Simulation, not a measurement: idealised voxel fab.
Herein follows the process module entitled voxel trench capacitor.
Xsec cut, 210 nm wide, square cell size 5 nm.
Cross-section, as written here: a square-cell grid given band by band from the top down, where a band holds one or more rows of cells.
For a band, the entry starts with two heights in nm, that of the top and then that of the bottom, and carries on with the band's materials in order from left to right, each alongside its width in nm; the word "everywhere" beside a single material means it fills the band edge to edge, and "empty" means empty space.
Heights from 0 (as-received wafer is one material below). Bottom band endless downward, as "0 down".
It should be noted that a width expressed as "30 to 40" varies in equal increments from row to row of cells within the band, taking the value of the first number at the top row and that of the second number at the bottom row.
You'll sometimes find "nothing altered" written for a step, and that's the way of saying that nowhere in the cross-section did a cell change during that step.
You'll see "Closed internal cavities" listing empty spaces that have no way open to the top, as long as they're 8 cells or more; the notation is width x height at distance, where the distance is from the left edge, and all of it is in nm.
Step line, after settings: the simulator's comment on this step.
overlay nm: where the mask lay relative to plan, measured to the right, on steps with a mask; negatives go left.
### Below is the list of planned process steps
1,RECEIVE | material Si
2,CONFORMAL_DEP | material SiN | thk nm 5
3,MASKED_ETCH | tone open | mask id TRENCH | width nm 30 | pitch nm 60 | etch materials SiN | depth nm 5 | overlay nm 0
4,MASKED_ETCH | tone open | mask id TRENCH | width nm 30 | pitch nm 60 | etch materials Si | depth nm 30 | overlay nm 0
5,CONFORMAL_DEP | material Al2O3 | thk nm 5
6,CONFORMAL_DEP | material TiN | thk nm 5
7,FILL_DEP | material W | thk nm 10
8,CMP | height nm 5
Split variable: thk nm, step 5. Plan value = first wafer. Wafers start alike.
### The first of several wafers in cross-section, exactly as it reached us after step 1
> 0 down: Si everywhere
> Closed internal cavities: none
### Cross-section after step 8, the final step of the module, for the first of several wafers
> 5 to 0: SiN (30), Al2O3 (5), TiN (5), W (10), TiN (5), Al2O3 (5), SiN (30), Al2O3 (5), TiN (5), W (10), TiN (5), Al2O3 (5), SiN (30), Al2O3 (5), TiN (5), W (10), TiN (5), Al2O3 (5), SiN (30)
> 0 to -20: Si (30), Al2O3 (5), TiN (5), W (10), TiN (5), Al2O3 (5), Si (30), Al2O3 (5), TiN (5), W (10), TiN (5), Al2O3 (5), Si (30), Al2O3 (5), TiN (5), W (10), TiN (5), Al2O3 (5), Si (30)
> -20 to -25: Si (30), Al2O3 (5), TiN (20), Al2O3 (5), Si (30), Al2O3 (5), TiN (20), Al2O3 (5), Si (30), Al2O3 (5), TiN (20), Al2O3 (5), Si (30)
> -25 to -30: Si (30), Al2O3 (30), Si (30), Al2O3 (30), Si (30), Al2O3 (30), Si (30)
> -30 down: Si everywhere
> Closed internal cavities: none
### Showing the last wafer in cross-section at the end of the module
> 5 to 0: SiN (30), Al2O3 (30), SiN (30), Al2O3 (30), SiN (30), Al2O3 (30), SiN (30)
> 0 to -30: Si (30), Al2O3 (30), Si (30), Al2O3 (30), Si (30), Al2O3 (30), Si (30)
> -30 down: Si everywhere
> Closed internal cavities: none
### Quick key for the table: a row per wafer, taken at the end of the module. For each material it tells you how many cells the wafer gained (+) or lost (-) since it came in, and the closed voids come after
thk nm 5, +54 Al2O3, -108 Si, +24 SiN, +42 TiN, +30 W, Closed internal cavities: none
thk nm 10, +96 Al2O3, -108 Si, +24 SiN, +30 TiN, Closed internal cavities: none
thk nm 15, +126 Al2O3, -108 Si, +24 SiN, Closed internal cavities: none
thk nm 20, +126 Al2O3, -108 Si, +24 SiN, Closed internal cavities: none
